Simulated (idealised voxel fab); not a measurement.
You're looking at the process module voxel transistor to metal.
For reference, the cross-section in this document is cut, with width 300 nm and square cells of 5 nm.
Heads up, the way a cross-section reads in here is a grid of square cells, handed over as bands from the top down, with every band being one or more rows of cells. Look at the band entry: it leads with the top's height and the bottom's height in nm. Then it lists the materials left to right, with a width in nm for each. The word "throughout" on a single material says that material fills the band edge to edge. The word "blank" is empty space. Height reference: 0 = level under which incoming wafer is all one material. Lowest band: no bottom, runs on downward, e.g. "0..down". Note: "30..40" means the width goes from the first number (top row of the band) to the second number (bottom row) in equal steps per row of cells. "nothing got changed", as given for a step, is the statement that not any cell of the cross-section underwent a change during that step. Heads up: "Fully closed voids" only lists the empty pockets with no open path to the top that are 8 cells or more, and it writes them as width x height at distance, distance from the left edge, in nm. Post-settings text on a step line: simulator's own remark regarding the step. overlay nm: for a step with a mask, the amount by which the mask lay right of where it was planned; a negative amount means left of it.

## So here's the lineup of process steps we planned
1 RECEIVE with material Si
2 CONFORMAL_DEP with material SiO2, thk nm 5
3 CONFORMAL_DEP with material SiN, thk nm 15
4 MASKED_ETCH with tone cover, mask id ACTIVE, width nm 105, pitch nm 125, etch materials SiN, depth nm 15, overlay nm 0
5 MASKED_ETCH with tone cover, mask id ACTIVE, width nm 105, pitch nm 125, etch materials SiO2, depth nm 5, overlay nm 0
6 MASKED_ETCH with tone cover, mask id ACTIVE, width nm 105, pitch nm 125, etch materials Si, depth nm 30, overlay nm 0
7 OXIDIZE with depth nm 5
8 FILL_DEP with material SiO2, thk nm 15
9 CMP with height nm 20
10 SELECTIVE_ETCH with etch materials SiO2, depth nm 10
11 STRIP with etch materials SiN
12 SELECTIVE_ETCH with etch materials SiO2, depth nm 5
13 OXIDIZE with depth nm 5
14 DIRECTIONAL_DEP with material polySi, thk nm 30
15 DIRECTIONAL_DEP with material SiCN, thk nm 15
16 DIRECTIONAL_DEP with material aC, thk nm 10
17 PATTERN with tone cover, mask id GATE, material resist, width nm 25, pitch nm 125, thk nm 25, overlay nm 0
18 DIRECTIONAL_ETCH with etch materials aC, depth nm 10
19 STRIP with etch materials resist
20 DIRECTIONAL_ETCH with etch materials SiCN, depth nm 25
21 DIRECTIONAL_ETCH with etch materials polySi, depth nm 40
22 STRIP with etch materials aC
23 CONFORMAL_DEP with material SiN, thk nm 5
24 DIRECTIONAL_ETCH with etch materials SiN, depth nm 5
25 DIRECTIONAL_ETCH with etch materials SiO2, depth nm 5
26 DIRECTIONAL_ETCH with etch materials Si, depth nm 15
27 EPI with material pSi, thk nm 20
28 FILL_DEP with material SiO2, thk nm 5
29 CMP with height nm 30
30 STRIP with etch materials polySi
31 SELECTIVE_ETCH with etch materials SiO2, depth nm 5
32 CONFORMAL_DEP with material HfO2, thk nm 5
33 CONFORMAL_DEP with material TiN, thk nm 5
34 FILL_DEP with material W, thk nm 5
35 CMP with height nm 25
36 DIRECTIONAL_DEP with material SiO2, thk nm 10
37 DIRECTIONAL_DEP with material aC, thk nm 10
38 PATTERN with tone open, mask id CONTACT, material resist, width nm 20, thk nm 25, overlay nm 0
39 DIRECTIONAL_ETCH with etch materials aC, depth nm 10
40 STRIP with etch materials resist
41 DIRECTIONAL_ETCH with etch materials SiO2, depth nm 35
42 STRIP with etch materials aC
43 CONFORMAL_DEP with material TiN, thk nm 5
44 FILL_DEP with material Ru, thk nm 10
45 CMP with height nm 35
46 DIRECTIONAL_DEP with material TiN, thk nm 5
47 DIRECTIONAL_DEP with material Ru, thk nm 15
48 MASKED_ETCH with tone cover, mask id METAL_1, width nm 20, etch materials Ru, depth nm 15, overlay nm 0
49 MASKED_ETCH with tone cover, mask id METAL_1, width nm 20, etch materials TiN, depth nm 5, overlay nm 0
50 CONFORMAL_DEP with material SiN, thk nm 5
51 FILL_DEP with material SiO2, thk nm 10
52 CMP with height nm 55
53 CONFORMAL_DEP with material SiCN, thk nm 5
54 DIRECTIONAL_DEP with material lowk, thk nm 30
55 DIRECTIONAL_DEP with material aC, thk nm 10
56 PATTERN with tone open, mask id METAL_2_HOLES, material resist, width nm 15, pitch nm 125, thk nm 30, overlay nm 0
57 DIRECTIONAL_ETCH with etch materials aC, depth nm 10
58 STRIP with etch materials resist
59 DIRECTIONAL_ETCH with etch materials lowk, depth nm 30
60 STRIP with etch materials aC
61 PATTERN with tone open, mask id METAL_2, material resist, width nm 20, pitch nm 125, thk nm 20, overlay nm 0
62 DIRECTIONAL_ETCH with etch materials lowk, depth nm 15
63 DIRECTIONAL_ETCH with etch materials SiCN, depth nm 5
64 STRIP with etch materials resist
65 CONFORMAL_DEP with material TiN, thk nm 5
66 FILL_DEP with material Cu, thk nm 10
67 CMP with height nm 90
68 CONFORMAL_DEP with material SiCN, thk nm 5

## This is the cross-section of the wafer as we received it, i.e. after step 1
    0..down | Si throughout
    Fully closed voids: none

## Cross-section, end of module. Start: as above. Plan: as above. Execution: one mistake
    90..85 | SiCN throughout
    85..75 | 40 lowk, 5 TiN, 10..5 Cu, 5..10 TiN, 105 lowk, 5 TiN, 10..5 Cu, 5..10 TiN, 115 lowk
    75..60 | 40 lowk, 5 TiN, 5 Cu, 5 TiN, 110 lowk, 5 TiN, 5 Cu, 5 TiN, 120 lowk
    60..55 | 40 SiCN, 15 TiN, 110 SiCN, 15 TiN, 120 SiCN
    55..40 | 35 SiO2, 5 SiN, 20 Ru, 5 SiN, 45 SiO2, 5 SiN, 20 Ru, 5 SiN, 20 SiO2, 5 SiN, 20 Ru, 5 SiN, 45 SiO2, 5 SiN, 20 Ru, 5 SiN, 35 SiO2
    40..35 | 40 SiN, 20 TiN, 55 SiN, 20 TiN, 30 SiN, 20 TiN, 55 SiN, 20 TiN, 40 SiN
    35..25 | 40 SiO2, 5 TiN, 10 Ru, 5 TiN, 55 SiO2, 5 TiN, 10 Ru, 5 TiN, 30 SiO2, 5 TiN, 10 Ru, 5 TiN, 55 SiO2, 5 TiN, 10 Ru, 5 TiN, 40 SiO2
    25..20 | 40 SiO2, 5 TiN, 10 Ru, 5 TiN, 10 SiO2, 5 SiN, 5 HfO2, 5 TiN, 5 W, 5 TiN, 5 HfO2, 5 SiN, 10 SiO2, 5 TiN, 10 Ru, 5 TiN, 30 SiO2, 5 TiN, 10 Ru, 5 TiN, 10 SiO2, 5 SiN, 5 HfO2, 5 TiN, 5 W, 5 TiN, 5 HfO2, 5 SiN, 10 SiO2, 5 TiN, 10 Ru, 5 TiN, 40 SiO2
    20..15 | 40 SiO2, 20 TiN, 10 SiO2, 5 SiN, 5 HfO2, 5 TiN, 5 W, 5 TiN, 5 HfO2, 5 SiN, 10 SiO2, 20 TiN, 30 SiO2, 20 TiN, 10 SiO2, 5 SiN, 5 HfO2, 5 TiN, 5 W, 5 TiN, 5 HfO2, 5 SiN, 10 SiO2, 20 TiN, 40 SiO2
    15..5 | 40 SiO2, 10 TiN, 20 pSi, 5 SiN, 5 HfO2, 5 TiN, 5 W, 5 TiN, 5 HfO2, 5 SiN, 20 pSi, 10 TiN, 30 SiO2, 10 TiN, 20 pSi, 5 SiN, 5 HfO2, 5 TiN, 5 W, 5 TiN, 5 HfO2, 5 SiN, 20 pSi, 10 TiN, 40 SiO2
    5..0 | 30 SiO2, 5 SiN, 5 SiO2, 10 TiN, 20 pSi, 5 SiN, 5 HfO2, 15 TiN, 5 HfO2, 5 SiN, 20 pSi, 10 TiN, 5 SiO2, 5 SiN, 10 SiO2, 5 SiN, 5 SiO2, 10 TiN, 20 pSi, 5 SiN, 5 HfO2, 15 TiN, 5 HfO2, 5 SiN, 20 pSi, 10 TiN, 5 SiO2, 5 SiN, 30 SiO2
    0..-5 | 35 SiO2, 35 pSi, 35 HfO2, 35 pSi, 20 SiO2, 35 pSi, 35 HfO2, 35 pSi, 35 SiO2
    -5..-20 | 40 SiO2, 30 pSi, 35 Si, 30 pSi, 30 SiO2, 30 pSi, 35 Si, 30 pSi, 40 SiO2
    -20..-35 | 40 SiO2, 95 Si, 30 SiO2, 95 Si, 40 SiO2
    -35..down | Si throughout
    Fully closed voids: none
Run error: step 67 ran as: CMP with height nm 85
